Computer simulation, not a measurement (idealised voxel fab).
The name of this process module is voxel transistor to metal.
Cross-sectional view cut (width: 185 nm; square cell size: 5 nm).
Square cells in a grid make up a cross-section in this document, and the grid is given as bands, listed from the top down, each one or more rows of cells.
A band entry consists of two parts. The first gives the height of the band's top and the height of its bottom, in nm. The rest lists the band's materials from left to right, each with its width in nm. A single material labelled with the word "edge to edge" fills the band from edge to edge, and the word "empty" marks empty space.
Height datum 0, below which the as-received substrate wafer is one material. Lowest band open at the bottom, running downward: "0 -> down".
Per-row width for "30->40": begins at first number (top row of band), ends at second number (bottom row), increment between rows held constant.
When a step is marked "nothing altered", none of the cells in the cross-section changed during that step.
Entry "Fully sealed cavities". Content: empty spaces with no open connection to the top, size 8 cells or greater. Each: width x height at distance. Distance: from left edge. Unit: nm.
Formally, on a step line, whatever follows the settings is a remark that the simulator itself makes on the step.
For masked steps, "overlay nm" on the step line gives how far right of plan the mask actually lay; a minus sign means it lay to the left.

**The following list gives the planned process steps**
1) RECEIVE: material Si
2) OXIDIZE: depth nm 5
3) CONFORMAL_DEP: material SiN, thk nm 10
4) PATTERN: tone cover, mask id ACTIVE, material resist, width nm 115, thk nm 15, overlay nm 0
5) DIRECTIONAL_ETCH: etch materials SiN, depth nm 10
6) DIRECTIONAL_ETCH: etch materials SiO2, depth nm 5
7) DIRECTIONAL_ETCH: etch materials Si, depth nm 35
8) STRIP: etch materials resist
9) OXIDIZE: depth nm 5
10) FILL_DEP: material SiO2, thk nm 5
11) CMP: height nm 10
12) SELECTIVE_ETCH: etch materials SiO2, depth nm 5
13) STRIP: etch materials SiN
14) SELECTIVE_ETCH: etch materials SiO2, depth nm 5
15) OXIDIZE: depth nm 5
16) DIRECTIONAL_DEP: material polySi, thk nm 25
17) DIRECTIONAL_DEP: material SiCN, thk nm 10
18) MASKED_ETCH: tone cover, mask id GATE, width nm 35, etch materials SiCN, depth nm 20, overlay nm 0
19) MASKED_ETCH: tone cover, mask id GATE, width nm 35, etch materials polySi, depth nm 35, overlay nm 0
20) CONFORMAL_DEP: material SiN, thk nm 10
21) DIRECTIONAL_ETCH: etch materials SiN, depth nm 10
22) DIRECTIONAL_ETCH: etch materials SiO2, depth nm 5
23) DIRECTIONAL_ETCH: etch materials Si, depth nm 10
24) EPI: material pSi, thk nm 15
25) FILL_DEP: material SiO2, thk nm 5
26) CMP: height nm 20
27) STRIP: etch materials polySi
28) SELECTIVE_ETCH: etch materials SiO2, depth nm 5
29) CONFORMAL_DEP: material HfO2, thk nm 5
30) CONFORMAL_DEP: material TiN, thk nm 5
31) FILL_DEP: material W, thk nm 5
32) CMP: height nm 15
33) DIRECTIONAL_DEP: material SiO2, thk nm 10
34) DIRECTIONAL_DEP: material aC, thk nm 15
35) PATTERN: tone open, mask id CONTACT, material resist, width nm 15, pitch nm 90, thk nm 35, overlay nm 0
36) DIRECTIONAL_ETCH: etch materials aC, depth nm 15
37) STRIP: etch materials resist
38) DIRECTIONAL_ETCH: etch materials SiO2, depth nm 30
39) STRIP: etch materials aC
40) CONFORMAL_DEP: material TiN, thk nm 5
41) FILL_DEP: material W, thk nm 10
42) CMP: height nm 25
43) DIRECTIONAL_DEP: material TiN, thk nm 5
44) DIRECTIONAL_DEP: material Ru, thk nm 20
45) MASKED_ETCH: tone cover, mask id METAL_1, width nm 15, pitch nm 90, etch materials Ru, depth nm 20, overlay nm 0
46) MASKED_ETCH: tone cover, mask id METAL_1, width nm 15, pitch nm 90, etch materials TiN, depth nm 5, overlay nm 0
47) CONFORMAL_DEP: material SiN, thk nm 5
48) FILL_DEP: material SiO2, thk nm 10
49) CMP: height nm 50
50) CONFORMAL_DEP: material SiCN, thk nm 5

**Cross-section of the wafer at receipt, which is the condition after step 1**
* 0 -> down | Si edge to edge
* Fully sealed cavities: none

**Post-module cross-section of the first of two wafers (run per plan)**
* 55 -> 50 | SiCN edge to edge
* 50 -> 30 | 35 nm SiO2 | 5 nm SiN | 15 nm Ru | 5 nm SiN | 65 nm SiO2 | 5 nm SiN | 15 nm Ru | 5 nm SiN | 35 nm SiO2
* 30 -> 25 | 40 nm SiN | 15 nm TiN | 75 nm SiN | 15 nm TiN | 40 nm SiN
* 25 -> 15 | 40 nm SiO2 | 5 nm TiN | 5 nm W | 5 nm TiN | 75 nm SiO2 | 5 nm TiN | 5 nm W | 5 nm TiN | 40 nm SiO2
* 15 -> 10 | 40 nm SiO2 | 5 nm TiN | 5 nm W | 5 nm TiN | 10 nm SiO2 | 10 nm SiN | 5 nm HfO2 | 5 nm TiN | 15 nm W | 5 nm TiN | 5 nm HfO2 | 10 nm SiN | 10 nm SiO2 | 5 nm TiN | 5 nm W | 5 nm TiN | 40 nm SiO2
* 10 -> 5 | 40 nm SiO2 | 15 nm TiN | 10 nm SiO2 | 10 nm SiN | 5 nm HfO2 | 5 nm TiN | 15 nm W | 5 nm TiN | 5 nm HfO2 | 10 nm SiN | 10 nm SiO2 | 15 nm TiN | 40 nm SiO2
* 5 -> 0 | 40 nm SiO2 | 10 nm TiN | 15 nm pSi | 10 nm SiN | 5 nm HfO2 | 5 nm TiN | 15 nm W | 5 nm TiN | 5 nm HfO2 | 10 nm SiN | 15 nm pSi | 10 nm TiN | 40 nm SiO2
* 0 -> -5 | 30 nm SiO2 | 10 nm SiN | 10 nm TiN | 15 nm pSi | 10 nm SiN | 5 nm HfO2 | 25 nm TiN | 5 nm HfO2 | 10 nm SiN | 15 nm pSi | 10 nm TiN | 10 nm SiN | 30 nm SiO2
* -5 -> -10 | 40 nm SiO2 | 25 nm pSi | 5 nm SiO2 | 45 nm HfO2 | 5 nm SiO2 | 25 nm pSi | 40 nm SiO2
* -10 -> -20 | 40 nm SiO2 | 25 nm pSi | 55 nm Si | 25 nm pSi | 40 nm SiO2
* -20 -> -45 | 40 nm SiO2 | 105 nm Si | 40 nm SiO2
* -45 -> down | Si edge to edge
* Fully sealed cavities: none

**Wafer two, end of module, cross-section. Same start, same plan as wafer one. One mistake in the run**
* 55 -> 50 | SiCN edge to edge
* 50 -> 30 | 35 nm SiO2 | 5 nm SiN | 15 nm Ru | 5 nm SiN | 65 nm SiO2 | 5 nm SiN | 15 nm Ru | 5 nm SiN | 35 nm SiO2
* 30 -> 25 | 40 nm SiN | 15 nm TiN | 75 nm SiN | 15 nm TiN | 40 nm SiN
* 25 -> 15 | 40 nm SiO2 | 5 nm TiN | 5 nm W | 5 nm TiN | 75 nm SiO2 | 5 nm TiN | 5 nm W | 5 nm TiN | 40 nm SiO2
* 15 -> 10 | 40 nm SiO2 | 5 nm TiN | 5 nm W | 5 nm TiN | 10 nm SiO2 | 10 nm SiN | 5 nm HfO2 | 5 nm TiN | 15 nm W | 5 nm TiN | 5 nm HfO2 | 10 nm SiN | 10 nm SiO2 | 5 nm TiN | 5 nm W | 5 nm TiN | 40 nm SiO2
* 10 -> 5 | 40 nm SiO2 | 15 nm TiN | 10 nm SiO2 | 10 nm SiN | 5 nm HfO2 | 5 nm TiN | 15 nm W | 5 nm TiN | 5 nm HfO2 | 10 nm SiN | 10 nm SiO2 | 15 nm TiN | 40 nm SiO2
* 5 -> 0 | 40 nm SiO2 | 10 nm TiN | 15 nm pSi | 10 nm SiN | 5 nm HfO2 | 5 nm TiN | 15 nm W | 5 nm TiN | 5 nm HfO2 | 10 nm SiN | 15 nm pSi | 10 nm TiN | 40 nm SiO2
* 0 -> -5 | 25 nm SiO2 | 10 nm SiN | 5 nm SiO2 | 10 nm TiN | 15 nm pSi | 10 nm SiN | 5 nm HfO2 | 25 nm TiN | 5 nm HfO2 | 10 nm SiN | 15 nm pSi | 5 nm TiN | 10 nm SiN | 35 nm SiO2
* -5 -> -10 | 35 nm SiO2 | 30 nm pSi | 5 nm SiO2 | 45 nm HfO2 | 5 nm SiO2 | 20 nm pSi | 45 nm SiO2
* -10 -> -20 | 35 nm SiO2 | 30 nm pSi | 55 nm Si | 20 nm pSi | 45 nm SiO2
* -20 -> -45 | 35 nm SiO2 | 105 nm Si | 45 nm SiO2
* -45 -> down | Si edge to edge
* Fully sealed cavities: none
In executing the process, a mistake was made relative to the plan: off-plan run, step 4, actual operation and settings PATTERN: tone cover, mask id ACTIVE, material resist, width nm 115, thk nm 15, overlay nm -5
Final wafer comparison in cells, second versus first, more or fewer per material: +1 SiO2; -1 TiN
